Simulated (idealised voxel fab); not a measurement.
The process module presented herein is designated voxel plated lines.
The cross-section shown here is cut; it is 240 nm wide and divided into square cells measuring 5 nm on a side.
Format of a cross-section: grid, square cells. Given as bands. Order: top down. Band: one or more rows of cells.
Quick guide to a band line: top height, bottom height (nm) up front; then every material left to right with its width in nm. Only one material and it's marked "everywhere"? Then it fills the band edge to edge. And "air" just means empty space.
Heads up on the height convention: 0 is the point under which the incoming wafer is all one material, and the lowest band has no bottom, it just keeps going down, like "from 0 down".
Note: "30 to 40" means the width goes from the first number (top row of the band) to the second number (bottom row) in equal steps per row of cells.
"no alterations made" for a step: no cell of the cross-section changed in that step.
Entry "closed voids" = empty spaces >= 8 cells with no open way to the top; each as width x height at distance, distance from left edge, all nm.
Anything after a step's settings on that line? It's the simulator's own note about the step.
What "overlay nm" on a step's line means: if the step has a mask, that mask lay this far to the right of its planned place, or, when the value is negative, to the left.

PROCESS STEPS - PLAN
1) RECEIVE | material Si
2) CONFORMAL_DEP | material SiO2 | thk nm 5
3) DIRECTIONAL_DEP | material TiN | thk nm 5
4) PATTERN | tone open | mask id LINES | material resist | width nm 20 | pitch nm 50 | thk nm 15 | overlay nm 0
5) EPI | material Ru | thk nm 5
6) STRIP | etch materials resist
7) DIRECTIONAL_ETCH | etch materials TiN | depth nm 5
8) CONFORMAL_DEP | material SiN | thk nm 5

FIRST OF TWO WAFERS, WITH THE RUN CARRIED OUT AS PLANNED

WAFER AS RECEIVED: CROSS-SECTION FOLLOWING STEP 1
	from 0 down = Si everywhere
	closed voids: none

AFTER STEP 2: WAFER CROSS-SECTION
	from 5 to 0 = SiO2 everywhere
	For the remainder of the cross-section, below 0, there is no change.

AFTER STEP 3: WAFER CROSS-SECTION
	from 10 to 5 = TiN everywhere
	For the remainder of the cross-section, below 5, there is no change.

AFTER STEP 4: WAFER CROSS-SECTION
	from 25 to 10 = resist: 35  air: 20  resist: 30  air: 20  resist: 30  air: 20  resist: 30  air: 20  resist: 35
	For the remainder of the cross-section, below 10, there is no change.

AFTER STEP 5: WAFER CROSS-SECTION
	from 25 to 15 = resist: 35  air: 20  resist: 30  air: 20  resist: 30  air: 20  resist: 30  air: 20  resist: 35
	from 15 to 10 = resist: 35  Ru: 20  resist: 30  Ru: 20  resist: 30  Ru: 20  resist: 30  Ru: 20  resist: 35
	For the remainder of the cross-section, below 10, there is no change.

AFTER STEP 6: WAFER CROSS-SECTION
	from 15 to 10 = air: 35  Ru: 20  air: 30  Ru: 20  air: 30  Ru: 20  air: 30  Ru: 20  air: 35
	For the remainder of the cross-section, below 10, there is no change.

AFTER STEP 7: WAFER CROSS-SECTION
	from 15 to 10 = air: 35  Ru: 20  air: 30  Ru: 20  air: 30  Ru: 20  air: 30  Ru: 20  air: 35
	from 10 to 5 = air: 35  TiN: 20  air: 30  TiN: 20  air: 30  TiN: 20  air: 30  TiN: 20  air: 35
	For the remainder of the cross-section, below 5, there is no change.

AFTER STEP 8: WAFER CROSS-SECTION
	from 20 to 15 = air: 30  SiN: 30  air: 20  SiN: 30  air: 20  SiN: 30  air: 20  SiN: 30  air: 30
	from 15 to 10 = air: 30  SiN: 5  Ru: 20  SiN: 5  air: 20  SiN: 5  Ru: 20  SiN: 5  air: 20  SiN: 5  Ru: 20  SiN: 5  air: 20  SiN: 5  Ru: 20  SiN: 5  air: 30
	from 10 to 5 = SiN: 35  TiN: 20  SiN: 30  TiN: 20  SiN: 30  TiN: 20  SiN: 30  TiN: 20  SiN: 35
	For the remainder of the cross-section, below 5, there is no change.

THE SECOND WAFER WAS PREPARED FROM THE SAME STARTING POINT AND UNDER THE SAME PLAN AS THE FIRST; ITS PROCESSING CONTAINED ONE MISTAKE, AND IT REMAINS INDISTINGUISHABLE FROM THE FIRST WAFER UP TO AND INCLUDING STEP 1

PLANNED END OF STEP 2: SECOND WAFER, CROSS-SECTION
	from 15 to 0 = SiO2 everywhere
	For the remainder of the cross-section, below 0, there is no change.

PLANNED END OF STEP 3: SECOND WAFER, CROSS-SECTION
	from 20 to 15 = TiN everywhere
	For the remainder of the cross-section, below 15, there is no change.

PLANNED END OF STEP 4: SECOND WAFER, CROSS-SECTION
	from 35 to 20 = resist: 35  air: 20  resist: 30  air: 20  resist: 30  air: 20  resist: 30  air: 20  resist: 35
	For the remainder of the cross-section, below 20, there is no change.

PLANNED END OF STEP 5: SECOND WAFER, CROSS-SECTION
	from 35 to 25 = resist: 35  air: 20  resist: 30  air: 20  resist: 30  air: 20  resist: 30  air: 20  resist: 35
	from 25 to 20 = resist: 35  Ru: 20  resist: 30  Ru: 20  resist: 30  Ru: 20  resist: 30  Ru: 20  resist: 35
	For the remainder of the cross-section, below 20, there is no change.

PLANNED END OF STEP 6: SECOND WAFER, CROSS-SECTION
	from 25 to 20 = air: 35  Ru: 20  air: 30  Ru: 20  air: 30  Ru: 20  air: 30  Ru: 20  air: 35
	For the remainder of the cross-section, below 20, there is no change.

PLANNED END OF STEP 7: SECOND WAFER, CROSS-SECTION
	from 25 to 20 = air: 35  Ru: 20  air: 30  Ru: 20  air: 30  Ru: 20  air: 30  Ru: 20  air: 35
	from 20 to 15 = air: 35  TiN: 20  air: 30  TiN: 20  air: 30  TiN: 20  air: 30  TiN: 20  air: 35
	For the remainder of the cross-section, below 15, there is no change.

PLANNED END OF STEP 8: SECOND WAFER, CROSS-SECTION
	from 30 to 25 = air: 30  SiN: 30  air: 20  SiN: 30  air: 20  SiN: 30  air: 20  SiN: 30  air: 30
	from 25 to 20 = air: 30  SiN: 5  Ru: 20  SiN: 5  air: 20  SiN: 5  Ru: 20  SiN: 5  air: 20  SiN: 5  Ru: 20  SiN: 5  air: 20  SiN: 5  Ru: 20  SiN: 5  air: 30
	from 20 to 15 = SiN: 35  TiN: 20  SiN: 30  TiN: 20  SiN: 30  TiN: 20  SiN: 30  TiN: 20  SiN: 35
	For the remainder of the cross-section, below 15, there is no change.
Where did the run depart from the plan? step 2 off recipe, ran as CONFORMAL_DEP | material SiO2 | thk nm 15
Once processing is complete, comparing cell counts shows that the second wafer has more or fewer of certain materials than the first: +96 SiO2
